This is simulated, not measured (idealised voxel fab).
Proc. module: voxel lift off
Cross-section cut spans 250 nm and uses square cells 5 nm in size.
Cross-sections here: square-cell grids, written as top-down lists of bands, a band being one or more rows of cells.
Read a band's entry like this: the first values are the height of its top and the height of its bottom in nm, and what follows is the sequence of materials from left to right, each with its width in nm. Note that "empty" is empty space, and that a single material marked "full width" reaches across the band from edge to edge.
Below 0: as-received wafer, all one material; heights counted from there. Lowest band: no bottom, goes on down, written "0 down".
The notation "30..40" denotes a width that varies across the rows of cells in the band, beginning at the first number in the top row, finishing at the second number in the bottom row, and changing by an identical amount from each row to the next.
Where a step carries "no alterations made", the cross-section came out of it unchanged, cell for cell.
The entry titled "Closed void listing" provides the empty spaces that have no open way to the top, restricted to those of 8 cells or more. Each is presented as width x height at distance, the distance being measured from the left edge, with all three in nm.
Text after the settings on a step's line: the simulator's own remark on that step.
"overlay nm" answers the question of how far to the right of plan the mask lay on a step that has a mask, and when it is negative the answer is to the left.
PROCESS STEPS (PLANNED)
1. RECEIVE (material Si)
2. CONFORMAL_DEP (material SiO2; thk nm 15)
3. PATTERN (tone open; mask id LINES; material resist; width nm 30; pitch nm 55; thk nm 30; overlay nm -15)
4. DIRECTIONAL_DEP (material Ru; thk nm 15)
5. STRIP (etch materials resist)
6. CONFORMAL_DEP (material SiO2; thk nm 10)
Split variable: overlay nm, step 3. Plan value = first wafer. Wafers start alike.
HERE'S THE FIRST OF THE WAFERS IN CROSS-SECTION, JUST AS WE GOT IT, I.E. AFTER STEP 1
	0 down | Si full width
	Closed void listing: none
TAKE ANY ROW AND YOU HAVE A WAFER AT THE END OF THE MODULE: HOW MANY CELLS OF EACH MATERIAL IT HAS GAINED (+) OR LOST (-) SINCE IT WAS RECEIVED, AND THEN ITS CLOSED VOIDS
overlay nm -15, +36 Ru, +274 SiO2, Closed void listing: none
overlay nm -10, +36 Ru, +274 SiO2, Closed void listing: none
overlay nm -5, +36 Ru, +274 SiO2, Closed void listing: none
overlay nm 0, +36 Ru, +274 SiO2, Closed void listing: none
overlay nm 5, +36 Ru, +274 SiO2, Closed void listing: none
overlay nm 10, +36 Ru, +274 SiO2, Closed void listing: none
overlay nm 15, +36 Ru, +274 SiO2, Closed void listing: none
